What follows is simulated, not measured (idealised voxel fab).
process module | voxel plated lines
cross-section cut | 155 nm wide | cells 5 nm
A cross-section is a grid of square cells, given in bands from the top down. A band is one or more rows of cells.
Each band's line starts with the height of the band's top and of its bottom, in nm. Then come its materials from left to right, each with its width in nm. One material with "throughout" fills the band from edge to edge. "air" is empty space.
Height 0 is the level under which the wafer as received is all one material. The lowest band goes on downwards, as in "0 down".
A width such as "30 to 40" changes by the same amount from each row of cells to the next, from the band's top row to its bottom row.
"no change" after a step means that no cell of the cross-section changed.
closed voids: empty space of 8 cells or more with no open way to the top, each as width x height at its distance from the left edge, in nm
after a step's settings: what the simulator itself notes on the step
overlay nm, on a step with a mask: how far to the right of its planned place the mask lay; to the left if negative
plan
1 op RECEIVE | material Si
2 op CONFORMAL_DEP | material SiN | thk nm 15
3 op DIRECTIONAL_DEP | material TiN | thk nm 5
4 op PATTERN | tone open | mask id LINES | material resist | width nm 25 | pitch nm 40 | thk nm 25 | overlay nm -15
5 op EPI | material Ru | thk nm 10
6 op EPI | material Ru | thk nm 5
7 op STRIP | etch materials resist
8 op DIRECTIONAL_ETCH | etch materials TiN | depth nm 5
9 op CONFORMAL_DEP | material SiO2 | thk nm 10
varied across the wafers: overlay nm of step 4. The plan shows the first wafer's value. All wafers start alike
first wafer as received, after step 1
  0 down: Si throughout
  closed voids: none
first wafer at the end, after step 9
  45 to 35: air 20 | SiO2 85 | air 50
  35 to 25: air 20 | SiO2 10 | Ru 25 | SiO2 15 | Ru 25 | SiO2 10 | air 50
  25 to 20: SiO2 30 | Ru 25 | SiO2 15 | Ru 25 | SiO2 60
  20 to 15: SiO2 30 | TiN 25 | SiO2 15 | TiN 25 | SiO2 60
  15 to 0: SiN throughout
  0 down: Si throughout
  closed voids: none
last wafer at the end
  45 to 35: air 50 | SiO2 85 | air 20
  35 to 25: air 50 | SiO2 10 | Ru 25 | SiO2 15 | Ru 25 | SiO2 10 | air 20
  25 to 20: SiO2 60 | Ru 25 | SiO2 15 | Ru 25 | SiO2 30
  20 to 15: SiO2 60 | TiN 25 | SiO2 15 | TiN 25 | SiO2 30
  15 to 0: SiN throughout
  0 down: Si throughout
  closed voids: none
each wafer at the end: cells of each material gained (+) or lost (-) since it was received, then its closed voids
overlay nm -15 | +30 Ru | +93 SiN | +90 SiO2 | +10 TiN | closed voids: none
overlay nm -10 | +30 Ru | +93 SiN | +90 SiO2 | +10 TiN | closed voids: none
overlay nm -5 | +30 Ru | +93 SiN | +90 SiO2 | +10 TiN | closed voids: none
overlay nm 0 | +30 Ru | +93 SiN | +90 SiO2 | +10 TiN | closed voids: none
overlay nm 5 | +30 Ru | +93 SiN | +90 SiO2 | +10 TiN | closed voids: none
overlay nm 10 | +30 Ru | +93 SiN | +90 SiO2 | +10 TiN | closed voids: none
overlay nm 15 | +30 Ru | +93 SiN | +90 SiO2 | +10 TiN | closed voids: none
